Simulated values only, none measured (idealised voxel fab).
process module | voxel capacitor over wiring
cross-section cut | 285 nm wide | cells 5 nm
A cross-section is a grid of square cells, given in bands from the top down. A band is one or more rows of cells.
Each band's line starts with the height of the band's top and of its bottom, in nm. Then come its materials from left to right, each with its width in nm. One material with "throughout" fills the band from edge to edge. "air" is empty space.
Height 0 is the level under which the wafer as received is all one material. The lowest band goes on downwards, as in "0 down".
A width such as "30 to 40" changes by the same amount from each row of cells to the next, from the band's top row to its bottom row.
"no change" after a step means that no cell of the cross-section changed.
closed voids: empty space of 8 cells or more with no open way to the top, each as width x height at its distance from the left edge, in nm
after a step's settings: what the simulator itself notes on the step
overlay nm, on a step with a mask: how far to the right of its planned place the mask lay; to the left if negative
plan
1 op RECEIVE | material Si
2 op CONFORMAL_DEP | material SiO2 | thk nm 15
3 op CONFORMAL_DEP | material SiN | thk nm 5
4 op DIRECTIONAL_DEP | material SiO2 | thk nm 20
5 op MASKED_ETCH | tone open | mask id METAL_1 | width nm 25 | pitch nm 80 | etch materials SiO2 | depth nm 20 | overlay nm 0
6 op MASKED_ETCH | tone open | mask id METAL_1 | width nm 25 | pitch nm 80 | etch materials SiN | depth nm 5 | overlay nm 0
7 op CONFORMAL_DEP | material TiN | thk nm 5
8 op FILL_DEP | material W | thk nm 5
9 op CMP | height nm 40
10 op CONFORMAL_DEP | material SiCN | thk nm 5
11 op DIRECTIONAL_DEP | material SiO2 | thk nm 20
12 op PATTERN | tone open | mask id PLUG_1 | material resist | width nm 15 | thk nm 20 | overlay nm 0
13 op DIRECTIONAL_ETCH | etch materials SiO2 | depth nm 20
14 op DIRECTIONAL_ETCH | etch materials SiCN | depth nm 5
15 op STRIP | etch materials resist
16 op CONFORMAL_DEP | material TiN | thk nm 5
17 op FILL_DEP | material Ru | thk nm 10
18 op CMP | height nm 65
19 op DIRECTIONAL_DEP | material TiN | thk nm 5
20 op DIRECTIONAL_DEP | material HfO2 | thk nm 5
21 op DIRECTIONAL_DEP | material TiN | thk nm 5
22 op DIRECTIONAL_DEP | material aC | thk nm 15
23 op PATTERN | tone cover | mask id UPPER_PLATE | material resist | width nm 60 | thk nm 35 | overlay nm 0
24 op DIRECTIONAL_ETCH | etch materials aC | depth nm 15
25 op STRIP | etch materials resist
26 op DIRECTIONAL_ETCH | etch materials TiN | depth nm 5
27 op DIRECTIONAL_ETCH | etch materials HfO2 | depth nm 5
28 op STRIP | etch materials aC
29 op DIRECTIONAL_DEP | material aC | thk nm 15
30 op PATTERN | tone cover | mask id LOWER_PLATE | material resist | width nm 70 | thk nm 30 | overlay nm 0
31 op DIRECTIONAL_ETCH | etch materials aC | depth nm 15
32 op STRIP | etch materials resist
33 op DIRECTIONAL_ETCH | etch materials TiN | depth nm 5
34 op STRIP | etch materials aC
35 op FILL_DEP | material SiO2 | thk nm 20
36 op CMP | height nm 95
37 op PATTERN | tone open | mask id PLUG_2 | material resist | width nm 15 | thk nm 20 | overlay nm 0
38 op DIRECTIONAL_ETCH | etch materials SiO2 | depth nm 15
39 op STRIP | etch materials resist
40 op CONFORMAL_DEP | material TiN | thk nm 5
41 op FILL_DEP | material Cu | thk nm 10
42 op CMP | height nm 95
43 op CONFORMAL_DEP | material SiN | thk nm 5
as received, after step 1
  0 down: Si throughout
  closed voids: none
first wafer at the end, as planned
  100 to 95: SiN throughout
  95 to 85: SiO2 110 | TiN 5 | Cu 5 | TiN 5 | SiO2 160
  85 to 75: SiO2 110 to 100 | TiN 15 to 60 | SiO2 160 to 125
  75 to 70: SiO2 100 | HfO2 60 | SiO2 125
  70 to 65: SiO2 95 | TiN 70 | SiO2 120
  65 to 45: SiO2 100 | TiN 5 | Ru 5 | TiN 5 | SiO2 170
  45 to 40: SiCN 100 | TiN 15 | SiCN 170
  40 to 20: SiO2 90 | TiN 5 | W 15 | TiN 5 | SiO2 55 | TiN 5 | W 15 | TiN 5 | SiO2 90
  20 to 15: SiN 90 | TiN 25 | SiN 55 | TiN 25 | SiN 90
  15 to 0: SiO2 throughout
  0 down: Si throughout
  closed voids: none
second wafer at the end: like start, like plan, one mistake
  100 to 95: SiN throughout
  95 to 85: SiO2 110 to 100 | TiN 15 to 60 | SiO2 160 to 125
  85 to 80: SiO2 95 | TiN 70 | SiO2 120
  80 to 75: TiN throughout
  75 to 70: HfO2 throughout
  70 to 65: TiN throughout
  65 to 45: SiO2 100 | TiN 5 | Ru 5 | TiN 5 | SiO2 170
  45 to 40: SiCN 100 | TiN 15 | SiCN 170
  40 to 20: SiO2 90 | TiN 5 | W 15 | TiN 5 | SiO2 55 | TiN 5 | W 15 | TiN 5 | SiO2 90
  20 to 15: SiN 90 | TiN 25 | SiN 55 | TiN 25 | SiN 90
  15 to 0: SiO2 throughout
  0 down: Si throughout
  closed voids: none
what went wrong: step 21 ran as: op DIRECTIONAL_DEP | material TiN | thk nm 15
at the end the second wafer has, in cells: 2 fewer of Cu | 45 more of HfO2 | 153 fewer of SiO2 | 110 more of TiN
